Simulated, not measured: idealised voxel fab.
Process module name: voxel double patterning
cross-section cut | 250 nm wide | cells 5 nm
Cross-section spec: square-cell grid; bands listed top down; each band is one or more rows. Quick guide to a band line: top height, bottom height (nm) up front; then every material left to right with its width in nm. Only one material and it's marked "full width"? Then it fills the band edge to edge. And "blank" just means empty space. Zero point of the height axis is 0; under it, received wafer = one material. Lowest band: continues down indefinitely, "0 nm and below". When a width is written as two numbers, as in "30 to 40", the first number is the width in the top row of cells of the band and the second is the width in its bottom row, and the width changes by the same amount from each row to the next. Where a step carries "everything unchanged", the cross-section came out of it unchanged, cell for cell. You'll see "Closed void register" listing empty spaces that have no way open to the top, as long as they're 8 cells or more; the notation is width x height at distance, where the distance is from the left edge, and all of it is in nm. Post-settings text on a step line: simulator's own remark regarding the step. overlay nm, on a step with a mask: how far to the right of its planned place the mask lay; to the left if negative.

The steps planned for the process are as follows:
- 1: op RECEIVE | material Si
- 2: op CONFORMAL_DEP | material SiN | thk nm 5
- 3: op DIRECTIONAL_DEP | material SiO2 | thk nm 20
- 4: op DIRECTIONAL_DEP | material SiCN | thk nm 10
- 5: op DIRECTIONAL_DEP | material aC | thk nm 15
- 6: op PATTERN | tone open | mask id FIRST | material resist | width nm 15 | pitch nm 50 | thk nm 35 | overlay nm 0
- 7: op DIRECTIONAL_ETCH | etch materials aC | depth nm 15
- 8: op STRIP | etch materials resist
- 9: op DIRECTIONAL_ETCH | etch materials SiCN | depth nm 10
- 10: op STRIP | etch materials aC
- 11: op MASKED_ETCH | tone open | mask id SECOND | width nm 15 | etch materials SiCN | depth nm 10 | overlay nm 0
- 12: op DIRECTIONAL_ETCH | etch materials SiO2 | depth nm 20
- 13: op STRIP | etch materials SiCN

As-received state of the wafer in cross-section, equivalent to post-step 1:
0 nm and below: Si full width
Closed void register: none

Cross-sectional view of the first of the two wafers upon completion of the module, processed in accordance with the plan:
25 nm to 5 nm: SiO2 90 nm / blank 15 nm / SiO2 10 nm / blank 15 nm / SiO2 10 nm / blank 15 nm / SiO2 95 nm
5 nm to 0 nm: SiN full width
0 nm and below: Si full width
Closed void register: none

Now the second wafer, cross-sectioned at the end of the module. Nothing different at the start, nothing different in the plan compared with the first, just one mistake when it was actually run:
20 nm to 0 nm: SiO2 90 nm / blank 15 nm / SiO2 10 nm / blank 15 nm / SiO2 10 nm / blank 15 nm / SiO2 95 nm
0 nm and below: Si full width
Closed void register: none
Which mistake was made when the wafer was run? step 2 of the plan was bypassed and not carried out
Per the end-of-run cell counts, the second wafer holds more or fewer of some materials than the first: -50 SiN
